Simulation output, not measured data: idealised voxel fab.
process module | voxel wiring stack
cross-section cut | 240 nm wide | cells 5 nm
A cross-section is a grid of square cells, given in bands from the top down. A band is one or more rows of cells.
Each band's line starts with the height of the band's top and of its bottom, in nm. Then come its materials from left to right, each with its width in nm. One material with "throughout" fills the band from edge to edge. "air" is empty space.
Height 0 is the level under which the wafer as received is all one material. The lowest band goes on downwards, as in "0 down".
A width such as "30 to 40" changes by the same amount from each row of cells to the next, from the band's top row to its bottom row.
"no change" after a step means that no cell of the cross-section changed.
closed voids: empty space of 8 cells or more with no open way to the top, each as width x height at its distance from the left edge, in nm
after a step's settings: what the simulator itself notes on the step
overlay nm, on a step with a mask: how far to the right of its planned place the mask lay; to the left if negative
plan
1 op RECEIVE | material Si
2 op CONFORMAL_DEP | material SiO2 | thk nm 10
3 op DIRECTIONAL_DEP | material TiN | thk nm 5
4 op DIRECTIONAL_DEP | material Ru | thk nm 15
5 op PATTERN | tone cover | mask id METAL_1 | material resist | width nm 20 | pitch nm 45 | thk nm 20 | overlay nm 0
6 op DIRECTIONAL_ETCH | etch materials Ru | depth nm 15
7 op DIRECTIONAL_ETCH | etch materials TiN | depth nm 5
8 op STRIP | etch materials resist
9 op FILL_DEP | material SiO2 | thk nm 10
10 op CMP | height nm 30
11 op CONFORMAL_DEP | material SiCN | thk nm 5
12 op DIRECTIONAL_DEP | material SiO2 | thk nm 25
13 op PATTERN | tone open | mask id METAL_2_HOLES | material resist | width nm 15 | pitch nm 45 | thk nm 20 | overlay nm 0
14 op DIRECTIONAL_ETCH | etch materials SiO2 | depth nm 25
15 op STRIP | etch materials resist
16 op DIRECTIONAL_DEP | material aC | thk nm 15
17 op PATTERN | tone open | mask id METAL_2 | material resist | width nm 20 | pitch nm 45 | thk nm 35 | overlay nm 0
18 op DIRECTIONAL_ETCH | etch materials aC | depth nm 15
19 op STRIP | etch materials resist
20 op DIRECTIONAL_ETCH | etch materials SiO2 | depth nm 15
21 op DIRECTIONAL_ETCH | etch materials SiCN | depth nm 5
22 op STRIP | etch materials aC
23 op CONFORMAL_DEP | material TiN | thk nm 5
24 op FILL_DEP | material Cu | thk nm 10
25 op CMP | height nm 60
26 op CONFORMAL_DEP | material SiCN | thk nm 5
27 op DIRECTIONAL_DEP | material SiO2 | thk nm 15
28 op DIRECTIONAL_DEP | material aC | thk nm 10
29 op PATTERN | tone open | mask id PLUG_2 | material resist | width nm 15 | pitch nm 90 | thk nm 25 | overlay nm 0
30 op DIRECTIONAL_ETCH | etch materials aC | depth nm 10
31 op STRIP | etch materials resist
32 op DIRECTIONAL_ETCH | etch materials SiO2 | depth nm 15
33 op DIRECTIONAL_ETCH | etch materials SiCN | depth nm 5
34 op STRIP | etch materials aC
35 op CONFORMAL_DEP | material TiN | thk nm 5
36 op FILL_DEP | material Ru | thk nm 10
37 op CMP | height nm 80
38 op CONFORMAL_DEP | material SiN | thk nm 5
39 op DIRECTIONAL_DEP | material SiO2 | thk nm 15
40 op PATTERN | tone open | mask id METAL_3 | material resist | width nm 20 | pitch nm 45 | thk nm 20 | overlay nm 0
41 op DIRECTIONAL_ETCH | etch materials SiO2 | depth nm 15
42 op DIRECTIONAL_ETCH | etch materials SiN | depth nm 5
43 op STRIP | etch materials resist
44 op CONFORMAL_DEP | material TiN | thk nm 5
45 op FILL_DEP | material Ru | thk nm 10
46 op CMP | height nm 100
47 op EPI | material Ru | thk nm 5
48 op FILL_DEP | material SiCN | thk nm 5
first wafer, as planned
as received, after step 1
  0 down: Si throughout
  closed voids: none
after step 2
  10 to 0: SiO2 throughout
  below 0: unchanged
after step 3
  15 to 10: TiN throughout
  below 10: unchanged
after step 4
  30 to 15: Ru throughout
  below 15: unchanged
after step 5
  50 to 30: air 40 | resist 20 | air 25 | resist 20 | air 25 | resist 20 | air 25 | resist 20 | air 45
  below 30: unchanged
after step 6
  50 to 30: air 40 | resist 20 | air 25 | resist 20 | air 25 | resist 20 | air 25 | resist 20 | air 45
  30 to 15: air 40 | Ru 20 | air 25 | Ru 20 | air 25 | Ru 20 | air 25 | Ru 20 | air 45
  below 15: unchanged
after step 7
  50 to 30: air 40 | resist 20 | air 25 | resist 20 | air 25 | resist 20 | air 25 | resist 20 | air 45
  30 to 15: air 40 | Ru 20 | air 25 | Ru 20 | air 25 | Ru 20 | air 25 | Ru 20 | air 45
  15 to 10: air 40 | TiN 20 | air 25 | TiN 20 | air 25 | TiN 20 | air 25 | TiN 20 | air 45
  below 10: unchanged
after step 8
  30 to 15: air 40 | Ru 20 | air 25 | Ru 20 | air 25 | Ru 20 | air 25 | Ru 20 | air 45
  below 15: unchanged
after step 9
  40 to 30: SiO2 throughout
  30 to 15: SiO2 40 | Ru 20 | SiO2 25 | Ru 20 | SiO2 25 | Ru 20 | SiO2 25 | Ru 20 | SiO2 45
  15 to 10: SiO2 40 | TiN 20 | SiO2 25 | TiN 20 | SiO2 25 | TiN 20 | SiO2 25 | TiN 20 | SiO2 45
  below 10: unchanged
after step 10
  30 to 15: SiO2 40 | Ru 20 | SiO2 25 | Ru 20 | SiO2 25 | Ru 20 | SiO2 25 | Ru 20 | SiO2 45
  below 15: unchanged
after step 11
  35 to 30: SiCN throughout
  below 30: unchanged
after step 12
  60 to 35: SiO2 throughout
  below 35: unchanged
after step 13
  80 to 60: resist 40 | air 15 | resist 30 | air 15 | resist 30 | air 15 | resist 30 | air 15 | resist 50
  below 60: unchanged
after step 14
  80 to 60: resist 40 | air 15 | resist 30 | air 15 | resist 30 | air 15 | resist 30 | air 15 | resist 50
  60 to 35: SiO2 40 | air 15 | SiO2 30 | air 15 | SiO2 30 | air 15 | SiO2 30 | air 15 | SiO2 50
  below 35: unchanged
after step 15
  60 to 35: SiO2 40 | air 15 | SiO2 30 | air 15 | SiO2 30 | air 15 | SiO2 30 | air 15 | SiO2 50
  below 35: unchanged
after step 16
  75 to 60: aC 40 | air 15 | aC 30 | air 15 | aC 30 | air 15 | aC 30 | air 15 | aC 50
  60 to 50: SiO2 40 | air 15 | SiO2 30 | air 15 | SiO2 30 | air 15 | SiO2 30 | air 15 | SiO2 50
  50 to 35: SiO2 40 | aC 15 | SiO2 30 | aC 15 | SiO2 30 | aC 15 | SiO2 30 | aC 15 | SiO2 50
  below 35: unchanged
after step 17
  110 to 75: resist 40 | air 20 | resist 25 | air 20 | resist 25 | air 20 | resist 25 | air 20 | resist 45
  below 75: unchanged
after step 18
  95 to 75: resist 40 | air 20 | resist 25 | air 20 | resist 25 | air 20 | resist 25 | air 20 | resist 45
  75 to 60: aC 40 | air 20 | aC 25 | air 20 | aC 25 | air 20 | aC 25 | air 20 | aC 45
  60 to 35: SiO2 40 | air 15 | SiO2 30 | air 15 | SiO2 30 | air 15 | SiO2 30 | air 15 | SiO2 50
  below 35: unchanged
after step 19
  75 to 60: aC 40 | air 20 | aC 25 | air 20 | aC 25 | air 20 | aC 25 | air 20 | aC 45
  below 60: unchanged
after step 20
  75 to 60: aC 40 | air 20 | aC 25 | air 20 | aC 25 | air 20 | aC 25 | air 20 | aC 45
  60 to 45: SiO2 40 | air 20 | SiO2 25 | air 20 | SiO2 25 | air 20 | SiO2 25 | air 20 | SiO2 45
  below 45: unchanged
after step 21
  75 to 60: aC 40 | air 20 | aC 25 | air 20 | aC 25 | air 20 | aC 25 | air 20 | aC 45
  60 to 45: SiO2 40 | air 20 | SiO2 25 | air 20 | SiO2 25 | air 20 | SiO2 25 | air 20 | SiO2 45
  45 to 35: SiO2 40 | air 15 | SiO2 30 | air 15 | SiO2 30 | air 15 | SiO2 30 | air 15 | SiO2 50
  35 to 30: SiCN 40 | air 15 | SiCN 30 | air 15 | SiCN 30 | air 15 | SiCN 30 | air 15 | SiCN 50
  below 30: unchanged
after step 22
  60 to 45: SiO2 40 | air 20 | SiO2 25 | air 20 | SiO2 25 | air 20 | SiO2 25 | air 20 | SiO2 45
  below 45: unchanged
after step 23
  65 to 60: TiN 45 | air 10 | TiN 35 | air 10 | TiN 35 | air 10 | TiN 35 | air 10 | TiN 50
  60 to 50: SiO2 40 | TiN 5 | air 10 | TiN 5 | SiO2 25 | TiN 5 | air 10 | TiN 5 | SiO2 25 | TiN 5 | air 10 | TiN 5 | SiO2 25 | TiN 5 | air 10 | TiN 5 | SiO2 45
  50 to 45: SiO2 40 | TiN 5 | air 5 | TiN 10 | SiO2 25 | TiN 5 | air 5 | TiN 10 | SiO2 25 | TiN 5 | air 5 | TiN 10 | SiO2 25 | TiN 5 | air 5 | TiN 10 | SiO2 45
  45 to 35: SiO2 40 | TiN 5 | air 5 | TiN 5 | SiO2 30 | TiN 5 | air 5 | TiN 5 | SiO2 30 | TiN 5 | air 5 | TiN 5 | SiO2 30 | TiN 5 | air 5 | TiN 5 | SiO2 50
  35 to 30: SiCN 40 | TiN 15 | SiCN 30 | TiN 15 | SiCN 30 | TiN 15 | SiCN 30 | TiN 15 | SiCN 50
  below 30: unchanged
after step 24
  75 to 65: Cu throughout
  65 to 60: TiN 45 | Cu 10 | TiN 35 | Cu 10 | TiN 35 | Cu 10 | TiN 35 | Cu 10 | TiN 50
  60 to 50: SiO2 40 | TiN 5 | Cu 10 | TiN 5 | SiO2 25 | TiN 5 | Cu 10 | TiN 5 | SiO2 25 | TiN 5 | Cu 10 | TiN 5 | SiO2 25 | TiN 5 | Cu 10 | TiN 5 | SiO2 45
  50 to 45: SiO2 40 | TiN 5 | Cu 5 | TiN 10 | SiO2 25 | TiN 5 | Cu 5 | TiN 10 | SiO2 25 | TiN 5 | Cu 5 | TiN 10 | SiO2 25 | TiN 5 | Cu 5 | TiN 10 | SiO2 45
  45 to 35: SiO2 40 | TiN 5 | Cu 5 | TiN 5 | SiO2 30 | TiN 5 | Cu 5 | TiN 5 | SiO2 30 | TiN 5 | Cu 5 | TiN 5 | SiO2 30 | TiN 5 | Cu 5 | TiN 5 | SiO2 50
  below 35: unchanged
after step 25
  60 to 50: SiO2 40 | TiN 5 | Cu 10 | TiN 5 | SiO2 25 | TiN 5 | Cu 10 | TiN 5 | SiO2 25 | TiN 5 | Cu 10 | TiN 5 | SiO2 25 | TiN 5 | Cu 10 | TiN 5 | SiO2 45
  below 50: unchanged
after step 26
  65 to 60: SiCN throughout
  below 60: unchanged
after step 27
  80 to 65: SiO2 throughout
  below 65: unchanged
after step 28
  90 to 80: aC throughout
  below 80: unchanged
after step 29
  115 to 90: resist 40 | air 15 | resist 75 | air 15 | resist 95
  below 90: unchanged
after step 30
  105 to 90: resist 40 | air 15 | resist 75 | air 15 | resist 95
  90 to 80: aC 40 | air 15 | aC 75 | air 15 | aC 95
  below 80: unchanged
after step 31
  90 to 80: aC 40 | air 15 | aC 75 | air 15 | aC 95
  below 80: unchanged
after step 32
  90 to 80: aC 40 | air 15 | aC 75 | air 15 | aC 95
  80 to 65: SiO2 40 | air 15 | SiO2 75 | air 15 | SiO2 95
  below 65: unchanged
after step 33
  90 to 80: aC 40 | air 15 | aC 75 | air 15 | aC 95
  80 to 65: SiO2 40 | air 15 | SiO2 75 | air 15 | SiO2 95
  65 to 60: SiCN 40 | air 15 | SiCN 75 | air 15 | SiCN 95
  below 60: unchanged
after step 34
  80 to 65: SiO2 40 | air 15 | SiO2 75 | air 15 | SiO2 95
  below 65: unchanged
after step 35
  85 to 80: TiN 45 | air 5 | TiN 85 | air 5 | TiN 100
  80 to 65: SiO2 40 | TiN 5 | air 5 | TiN 5 | SiO2 75 | TiN 5 | air 5 | TiN 5 | SiO2 95
  65 to 60: SiCN 40 | TiN 15 | SiCN 75 | TiN 15 | SiCN 95
  below 60: unchanged
after step 36
  95 to 85: Ru throughout
  85 to 80: TiN 45 | Ru 5 | TiN 85 | Ru 5 | TiN 100
  80 to 65: SiO2 40 | TiN 5 | Ru 5 | TiN 5 | SiO2 75 | TiN 5 | Ru 5 | TiN 5 | SiO2 95
  below 65: unchanged
after step 37
  80 to 65: SiO2 40 | TiN 5 | Ru 5 | TiN 5 | SiO2 75 | TiN 5 | Ru 5 | TiN 5 | SiO2 95
  below 65: unchanged
after step 38
  85 to 80: SiN throughout
  below 80: unchanged
after step 39
  100 to 85: SiO2 throughout
  below 85: unchanged
after step 40
  120 to 100: resist 40 | air 20 | resist 25 | air 20 | resist 25 | air 20 | resist 25 | air 20 | resist 45
  below 100: unchanged
after step 41
  120 to 100: resist 40 | air 20 | resist 25 | air 20 | resist 25 | air 20 | resist 25 | air 20 | resist 45
  100 to 85: SiO2 40 | air 20 | SiO2 25 | air 20 | SiO2 25 | air 20 | SiO2 25 | air 20 | SiO2 45
  below 85: unchanged
after step 42
  120 to 100: resist 40 | air 20 | resist 25 | air 20 | resist 25 | air 20 | resist 25 | air 20 | resist 45
  100 to 85: SiO2 40 | air 20 | SiO2 25 | air 20 | SiO2 25 | air 20 | SiO2 25 | air 20 | SiO2 45
  85 to 80: SiN 40 | air 20 | SiN 25 | air 20 | SiN 25 | air 20 | SiN 25 | air 20 | SiN 45
  below 80: unchanged
after step 43
  100 to 85: SiO2 40 | air 20 | SiO2 25 | air 20 | SiO2 25 | air 20 | SiO2 25 | air 20 | SiO2 45
  below 85: unchanged
after step 44
  105 to 100: TiN 45 | air 10 | TiN 35 | air 10 | TiN 35 | air 10 | TiN 35 | air 10 | TiN 50
  100 to 85: SiO2 40 | TiN 5 | air 10 | TiN 5 | SiO2 25 | TiN 5 | air 10 | TiN 5 | SiO2 25 | TiN 5 | air 10 | TiN 5 | SiO2 25 | TiN 5 | air 10 | TiN 5 | SiO2 45
  85 to 80: SiN 40 | TiN 20 | SiN 25 | TiN 20 | SiN 25 | TiN 20 | SiN 25 | TiN 20 | SiN 45
  below 80: unchanged
after step 45
  115 to 105: Ru throughout
  105 to 100: TiN 45 | Ru 10 | TiN 35 | Ru 10 | TiN 35 | Ru 10 | TiN 35 | Ru 10 | TiN 50
  100 to 85: SiO2 40 | TiN 5 | Ru 10 | TiN 5 | SiO2 25 | TiN 5 | Ru 10 | TiN 5 | SiO2 25 | TiN 5 | Ru 10 | TiN 5 | SiO2 25 | TiN 5 | Ru 10 | TiN 5 | SiO2 45
  below 85: unchanged
after step 46
  100 to 85: SiO2 40 | TiN 5 | Ru 10 | TiN 5 | SiO2 25 | TiN 5 | Ru 10 | TiN 5 | SiO2 25 | TiN 5 | Ru 10 | TiN 5 | SiO2 25 | TiN 5 | Ru 10 | TiN 5 | SiO2 45
  below 85: unchanged
after step 47
  105 to 100: air 35 | Ru 30 | air 15 | Ru 30 | air 15 | Ru 30 | air 15 | Ru 30 | air 40
  below 100: unchanged
after step 48
  110 to 105: SiCN throughout
  105 to 100: SiCN 35 | Ru 30 | SiCN 15 | Ru 30 | SiCN 15 | Ru 30 | SiCN 15 | Ru 30 | SiCN 40
  below 100: unchanged
second wafer: like start, like plan, one mistake. Through step 3 it matches the first wafer
when step 4 should have ended
  25 to 15: Ru throughout
  below 15: unchanged
when step 5 should have ended
  45 to 25: air 40 | resist 20 | air 25 | resist 20 | air 25 | resist 20 | air 25 | resist 20 | air 45
  below 25: unchanged
when step 6 should have ended
  45 to 25: air 40 | resist 20 | air 25 | resist 20 | air 25 | resist 20 | air 25 | resist 20 | air 45
  25 to 15: air 40 | Ru 20 | air 25 | Ru 20 | air 25 | Ru 20 | air 25 | Ru 20 | air 45
  below 15: unchanged
when step 7 should have ended
  45 to 25: air 40 | resist 20 | air 25 | resist 20 | air 25 | resist 20 | air 25 | resist 20 | air 45
  25 to 15: air 40 | Ru 20 | air 25 | Ru 20 | air 25 | Ru 20 | air 25 | Ru 20 | air 45
  15 to 10: air 40 | TiN 20 | air 25 | TiN 20 | air 25 | TiN 20 | air 25 | TiN 20 | air 45
  below 10: unchanged
when step 8 should have ended
  25 to 15: air 40 | Ru 20 | air 25 | Ru 20 | air 25 | Ru 20 | air 25 | Ru 20 | air 45
  below 15: unchanged
when step 9 should have ended
  35 to 25: SiO2 throughout
  25 to 15: SiO2 40 | Ru 20 | SiO2 25 | Ru 20 | SiO2 25 | Ru 20 | SiO2 25 | Ru 20 | SiO2 45
  15 to 10: SiO2 40 | TiN 20 | SiO2 25 | TiN 20 | SiO2 25 | TiN 20 | SiO2 25 | TiN 20 | SiO2 45
  below 10: unchanged
when step 10 should have ended
  30 to 25: SiO2 throughout
  below 25: unchanged
when step 11 should have ended
  35 to 30: SiCN throughout
  below 30: unchanged
when step 12 should have ended
  60 to 35: SiO2 throughout
  below 35: unchanged
when step 13 should have ended
  80 to 60: resist 40 | air 15 | resist 30 | air 15 | resist 30 | air 15 | resist 30 | air 15 | resist 50
  below 60: unchanged
when step 14 should have ended
  80 to 60: resist 40 | air 15 | resist 30 | air 15 | resist 30 | air 15 | resist 30 | air 15 | resist 50
  60 to 35: SiO2 40 | air 15 | SiO2 30 | air 15 | SiO2 30 | air 15 | SiO2 30 | air 15 | SiO2 50
  below 35: unchanged
when step 15 should have ended
  60 to 35: SiO2 40 | air 15 | SiO2 30 | air 15 | SiO2 30 | air 15 | SiO2 30 | air 15 | SiO2 50
  below 35: unchanged
when step 16 should have ended
  75 to 60: aC 40 | air 15 | aC 30 | air 15 | aC 30 | air 15 | aC 30 | air 15 | aC 50
  60 to 50: SiO2 40 | air 15 | SiO2 30 | air 15 | SiO2 30 | air 15 | SiO2 30 | air 15 | SiO2 50
  50 to 35: SiO2 40 | aC 15 | SiO2 30 | aC 15 | SiO2 30 | aC 15 | SiO2 30 | aC 15 | SiO2 50
  below 35: unchanged
when step 17 should have ended
  110 to 75: resist 40 | air 20 | resist 25 | air 20 | resist 25 | air 20 | resist 25 | air 20 | resist 45
  below 75: unchanged
when step 18 should have ended
  95 to 75: resist 40 | air 20 | resist 25 | air 20 | resist 25 | air 20 | resist 25 | air 20 | resist 45
  75 to 60: aC 40 | air 20 | aC 25 | air 20 | aC 25 | air 20 | aC 25 | air 20 | aC 45
  60 to 35: SiO2 40 | air 15 | SiO2 30 | air 15 | SiO2 30 | air 15 | SiO2 30 | air 15 | SiO2 50
  below 35: unchanged
when step 19 should have ended
  75 to 60: aC 40 | air 20 | aC 25 | air 20 | aC 25 | air 20 | aC 25 | air 20 | aC 45
  below 60: unchanged
when step 20 should have ended
  75 to 60: aC 40 | air 20 | aC 25 | air 20 | aC 25 | air 20 | aC 25 | air 20 | aC 45
  60 to 45: SiO2 40 | air 20 | SiO2 25 | air 20 | SiO2 25 | air 20 | SiO2 25 | air 20 | SiO2 45
  below 45: unchanged
when step 21 should have ended
  75 to 60: aC 40 | air 20 | aC 25 | air 20 | aC 25 | air 20 | aC 25 | air 20 | aC 45
  60 to 45: SiO2 40 | air 20 | SiO2 25 | air 20 | SiO2 25 | air 20 | SiO2 25 | air 20 | SiO2 45
  45 to 35: SiO2 40 | air 15 | SiO2 30 | air 15 | SiO2 30 | air 15 | SiO2 30 | air 15 | SiO2 50
  35 to 30: SiCN 40 | air 15 | SiCN 30 | air 15 | SiCN 30 | air 15 | SiCN 30 | air 15 | SiCN 50
  below 30: unchanged
when step 22 should have ended
  60 to 45: SiO2 40 | air 20 | SiO2 25 | air 20 | SiO2 25 | air 20 | SiO2 25 | air 20 | SiO2 45
  below 45: unchanged
when step 23 should have ended
  65 to 60: TiN 45 | air 10 | TiN 35 | air 10 | TiN 35 | air 10 | TiN 35 | air 10 | TiN 50
  60 to 50: SiO2 40 | TiN 5 | air 10 | TiN 5 | SiO2 25 | TiN 5 | air 10 | TiN 5 | SiO2 25 | TiN 5 | air 10 | TiN 5 | SiO2 25 | TiN 5 | air 10 | TiN 5 | SiO2 45
  50 to 45: SiO2 40 | TiN 5 | air 5 | TiN 10 | SiO2 25 | TiN 5 | air 5 | TiN 10 | SiO2 25 | TiN 5 | air 5 | TiN 10 | SiO2 25 | TiN 5 | air 5 | TiN 10 | SiO2 45
  45 to 35: SiO2 40 | TiN 5 | air 5 | TiN 5 | SiO2 30 | TiN 5 | air 5 | TiN 5 | SiO2 30 | TiN 5 | air 5 | TiN 5 | SiO2 30 | TiN 5 | air 5 | TiN 5 | SiO2 50
  35 to 30: SiCN 40 | TiN 15 | SiCN 30 | TiN 15 | SiCN 30 | TiN 15 | SiCN 30 | TiN 15 | SiCN 50
  below 30: unchanged
when step 24 should have ended
  75 to 65: Cu throughout
  65 to 60: TiN 45 | Cu 10 | TiN 35 | Cu 10 | TiN 35 | Cu 10 | TiN 35 | Cu 10 | TiN 50
  60 to 50: SiO2 40 | TiN 5 | Cu 10 | TiN 5 | SiO2 25 | TiN 5 | Cu 10 | TiN 5 | SiO2 25 | TiN 5 | Cu 10 | TiN 5 | SiO2 25 | TiN 5 | Cu 10 | TiN 5 | SiO2 45
  50 to 45: SiO2 40 | TiN 5 | Cu 5 | TiN 10 | SiO2 25 | TiN 5 | Cu 5 | TiN 10 | SiO2 25 | TiN 5 | Cu 5 | TiN 10 | SiO2 25 | TiN 5 | Cu 5 | TiN 10 | SiO2 45
  45 to 35: SiO2 40 | TiN 5 | Cu 5 | TiN 5 | SiO2 30 | TiN 5 | Cu 5 | TiN 5 | SiO2 30 | TiN 5 | Cu 5 | TiN 5 | SiO2 30 | TiN 5 | Cu 5 | TiN 5 | SiO2 50
  below 35: unchanged
when step 25 should have ended
  60 to 50: SiO2 40 | TiN 5 | Cu 10 | TiN 5 | SiO2 25 | TiN 5 | Cu 10 | TiN 5 | SiO2 25 | TiN 5 | Cu 10 | TiN 5 | SiO2 25 | TiN 5 | Cu 10 | TiN 5 | SiO2 45
  below 50: unchanged
when step 26 should have ended
  65 to 60: SiCN throughout
  below 60: unchanged
when step 27 should have ended
  80 to 65: SiO2 throughout
  below 65: unchanged
when step 28 should have ended
  90 to 80: aC throughout
  below 80: unchanged
when step 29 should have ended
  115 to 90: resist 40 | air 15 | resist 75 | air 15 | resist 95
  below 90: unchanged
when step 30 should have ended
  105 to 90: resist 40 | air 15 | resist 75 | air 15 | resist 95
  90 to 80: aC 40 | air 15 | aC 75 | air 15 | aC 95
  below 80: unchanged
when step 31 should have ended
  90 to 80: aC 40 | air 15 | aC 75 | air 15 | aC 95
  below 80: unchanged
when step 32 should have ended
  90 to 80: aC 40 | air 15 | aC 75 | air 15 | aC 95
  80 to 65: SiO2 40 | air 15 | SiO2 75 | air 15 | SiO2 95
  below 65: unchanged
when step 33 should have ended
  90 to 80: aC 40 | air 15 | aC 75 | air 15 | aC 95
  80 to 65: SiO2 40 | air 15 | SiO2 75 | air 15 | SiO2 95
  65 to 60: SiCN 40 | air 15 | SiCN 75 | air 15 | SiCN 95
  below 60: unchanged
when step 34 should have ended
  80 to 65: SiO2 40 | air 15 | SiO2 75 | air 15 | SiO2 95
  below 65: unchanged
when step 35 should have ended
  85 to 80: TiN 45 | air 5 | TiN 85 | air 5 | TiN 100
  80 to 65: SiO2 40 | TiN 5 | air 5 | TiN 5 | SiO2 75 | TiN 5 | air 5 | TiN 5 | SiO2 95
  65 to 60: SiCN 40 | TiN 15 | SiCN 75 | TiN 15 | SiCN 95
  below 60: unchanged
when step 36 should have ended
  95 to 85: Ru throughout
  85 to 80: TiN 45 | Ru 5 | TiN 85 | Ru 5 | TiN 100
  80 to 65: SiO2 40 | TiN 5 | Ru 5 | TiN 5 | SiO2 75 | TiN 5 | Ru 5 | TiN 5 | SiO2 95
  below 65: unchanged
when step 37 should have ended
  80 to 65: SiO2 40 | TiN 5 | Ru 5 | TiN 5 | SiO2 75 | TiN 5 | Ru 5 | TiN 5 | SiO2 95
  below 65: unchanged
when step 38 should have ended
  85 to 80: SiN throughout
  below 80: unchanged
when step 39 should have ended
  100 to 85: SiO2 throughout
  below 85: unchanged
when step 40 should have ended
  120 to 100: resist 40 | air 20 | resist 25 | air 20 | resist 25 | air 20 | resist 25 | air 20 | resist 45
  below 100: unchanged
when step 41 should have ended
  120 to 100: resist 40 | air 20 | resist 25 | air 20 | resist 25 | air 20 | resist 25 | air 20 | resist 45
  100 to 85: SiO2 40 | air 20 | SiO2 25 | air 20 | SiO2 25 | air 20 | SiO2 25 | air 20 | SiO2 45
  below 85: unchanged
when step 42 should have ended
  120 to 100: resist 40 | air 20 | resist 25 | air 20 | resist 25 | air 20 | resist 25 | air 20 | resist 45
  100 to 85: SiO2 40 | air 20 | SiO2 25 | air 20 | SiO2 25 | air 20 | SiO2 25 | air 20 | SiO2 45
  85 to 80: SiN 40 | air 20 | SiN 25 | air 20 | SiN 25 | air 20 | SiN 25 | air 20 | SiN 45
  below 80: unchanged
when step 43 should have ended
  100 to 85: SiO2 40 | air 20 | SiO2 25 | air 20 | SiO2 25 | air 20 | SiO2 25 | air 20 | SiO2 45
  below 85: unchanged
when step 44 should have ended
  105 to 100: TiN 45 | air 10 | TiN 35 | air 10 | TiN 35 | air 10 | TiN 35 | air 10 | TiN 50
  100 to 85: SiO2 40 | TiN 5 | air 10 | TiN 5 | SiO2 25 | TiN 5 | air 10 | TiN 5 | SiO2 25 | TiN 5 | air 10 | TiN 5 | SiO2 25 | TiN 5 | air 10 | TiN 5 | SiO2 45
  85 to 80: SiN 40 | TiN 20 | SiN 25 | TiN 20 | SiN 25 | TiN 20 | SiN 25 | TiN 20 | SiN 45
  below 80: unchanged
when step 45 should have ended
  115 to 105: Ru throughout
  105 to 100: TiN 45 | Ru 10 | TiN 35 | Ru 10 | TiN 35 | Ru 10 | TiN 35 | Ru 10 | TiN 50
  100 to 85: SiO2 40 | TiN 5 | Ru 10 | TiN 5 | SiO2 25 | TiN 5 | Ru 10 | TiN 5 | SiO2 25 | TiN 5 | Ru 10 | TiN 5 | SiO2 25 | TiN 5 | Ru 10 | TiN 5 | SiO2 45
  below 85: unchanged
when step 46 should have ended
  100 to 85: SiO2 40 | TiN 5 | Ru 10 | TiN 5 | SiO2 25 | TiN 5 | Ru 10 | TiN 5 | SiO2 25 | TiN 5 | Ru 10 | TiN 5 | SiO2 25 | TiN 5 | Ru 10 | TiN 5 | SiO2 45
  below 85: unchanged
when step 47 should have ended
  105 to 100: air 35 | Ru 30 | air 15 | Ru 30 | air 15 | Ru 30 | air 15 | Ru 30 | air 40
  below 100: unchanged
when step 48 should have ended
  110 to 105: SiCN throughout
  105 to 100: SiCN 35 | Ru 30 | SiCN 15 | Ru 30 | SiCN 15 | Ru 30 | SiCN 15 | Ru 30 | SiCN 40
  below 100: unchanged
what went wrong: step 4 ran as: op DIRECTIONAL_DEP | material Ru | thk nm 10
at the end the second wafer has, in cells: 16 fewer of Ru | 16 more of SiO2
